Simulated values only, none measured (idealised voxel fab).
process module | voxel plated lines
cross-section cut | 260 nm wide | cells 5 nm
A cross-section is a grid of square cells, given in bands from the top down. A band is one or more rows of cells.
Each band's line starts with the height of the band's top and of its bottom, in nm. Then come its materials from left to right, each with its width in nm. One material with "throughout" fills the band from edge to edge. "air" is empty space.
Height 0 is the level under which the wafer as received is all one material. The lowest band goes on downwards, as in "0 down".
A width such as "30 to 40" changes by the same amount from each row of cells to the next, from the band's top row to its bottom row.
"no change" after a step means that no cell of the cross-section changed.
closed voids: empty space of 8 cells or more with no open way to the top, each as width x height at its distance from the left edge, in nm
after a step's settings: what the simulator itself notes on the step
overlay nm, on a step with a mask: how far to the right of its planned place the mask lay; to the left if negative
plan
1 op RECEIVE | material Si
2 op CONFORMAL_DEP | material SiO2 | thk nm 10
3 op DIRECTIONAL_DEP | material TiN | thk nm 5
4 op PATTERN | tone open | mask id LINES | material resist | width nm 20 | pitch nm 35 | thk nm 35 | overlay nm 0
5 op EPI | material Ru | thk nm 10
6 op EPI | material Ru | thk nm 5
7 op EPI | material Ru | thk nm 5
8 op STRIP | etch materials resist
9 op DIRECTIONAL_ETCH | etch materials TiN | depth nm 5
10 op CONFORMAL_DEP | material SiN | thk nm 5
as received, after step 1
  0 down: Si throughout
  closed voids: none
a wafer at the end: this start, this plan, one mistake
  50 to 45: air 80 | SiN 30 | air 5 | SiN 30 | air 5 | SiN 30 | air 80
  45 to 15: air 80 | SiN 5 | Ru 20 | SiN 5 | air 5 | SiN 5 | Ru 20 | SiN 5 | air 5 | SiN 5 | Ru 20 | SiN 5 | air 80
  15 to 10: SiN 85 | TiN 20 | SiN 15 | TiN 20 | SiN 15 | TiN 20 | SiN 85
  10 to 0: SiO2 throughout
  0 down: Si throughout
  closed voids: none
what went wrong: step 5 was run twice
